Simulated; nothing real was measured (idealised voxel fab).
A process module follows: voxel lift off.
210 nm wide, 5 nm square cells: that's cross-section cut.
Notation: cross-section as square-cell grid; stated in bands, top first, going down; one or more cell rows per band.
Quick guide to a band line: top height, bottom height (nm) up front; then every material left to right with its width in nm. Only one material and it's marked "everywhere"? Then it fills the band edge to edge. And "blank" just means empty space.
Heights are measured from 0, the level below which the as-received wafer is all one material; the lowest band has no bottom and continues downward, written as in "0 down".
A width given as "30..40" starts at the first number in the band's top row and ends at the second number in its bottom row, shifting by an equal amount at every step from row to row.
Where a step carries "no alteration", the cross-section came out of it unchanged, cell for cell.
"Closed void register" means: voids of 8 cells or more that are shut off from the top with no open way through. Written width x height at distance, distance from the left edge, in nm.
On each step's line, the part that comes after the settings is the simulator's own comment on the step.
What "overlay nm" on a step's line means: if the step has a mask, that mask lay this far to the right of its planned place, or, when the value is negative, to the left.
**The steps planned for the process are as follows**
1: RECEIVE with material Si
2: CONFORMAL_DEP with material SiO2, thk nm 10
3: PATTERN with tone open, mask id LINES, material resist, width nm 20, pitch nm 35, thk nm 20, overlay nm -15
4: DIRECTIONAL_DEP with material Ru, thk nm 10
5: STRIP with etch materials resist
6: CONFORMAL_DEP with material SiN, thk nm 5
Quick note for whoever runs this: the wafers start identical, but the overlay nm at step 3 isn't the same across them. The plan just shows what the first wafer had.
**Cross-sectional view of the first of several wafers in the as-received condition, corresponding to the state following step 1**
* 0 down = Si everywhere
* Closed void register: none
**First of several wafers in cross-section at module end, following the final step, step 6**
* 25 to 20 = blank 55 nm / SiN 30 nm / blank 5 nm / SiN 30 nm / blank 90 nm
* 20 to 15 = blank 55 nm / SiN 5 nm / Ru 20 nm / SiN 5 nm / blank 5 nm / SiN 5 nm / Ru 20 nm / SiN 5 nm / blank 90 nm
* 15 to 10 = SiN 60 nm / Ru 20 nm / SiN 15 nm / Ru 20 nm / SiN 95 nm
* 10 to 0 = SiO2 everywhere
* 0 down = Si everywhere
* Closed void register: none
**last wafer at the end**
* 25 to 20 = blank 85 nm / SiN 30 nm / blank 5 nm / SiN 30 nm / blank 60 nm
* 20 to 15 = blank 85 nm / SiN 5 nm / Ru 20 nm / SiN 5 nm / blank 5 nm / SiN 5 nm / Ru 20 nm / SiN 5 nm / blank 60 nm
* 15 to 10 = SiN 90 nm / Ru 20 nm / SiN 15 nm / Ru 20 nm / SiN 65 nm
* 10 to 0 = SiO2 everywhere
* 0 down = Si everywhere
* Closed void register: none
**Rows = wafers. At module end, each row lists per material the cells gained (+) or lost (-) since the wafer was received, then the closed voids**
overlay nm -15; +16 Ru; +50 SiN; +84 SiO2; Closed void register: none
overlay nm -10; +16 Ru; +50 SiN; +84 SiO2; Closed void register: none
overlay nm -5; +16 Ru; +50 SiN; +84 SiO2; Closed void register: none
overlay nm 0; +16 Ru; +50 SiN; +84 SiO2; Closed void register: none
overlay nm 5; +16 Ru; +50 SiN; +84 SiO2; Closed void register: none
overlay nm 10; +16 Ru; +50 SiN; +84 SiO2; Closed void register: none
overlay nm 15; +16 Ru; +50 SiN; +84 SiO2; Closed void register: none
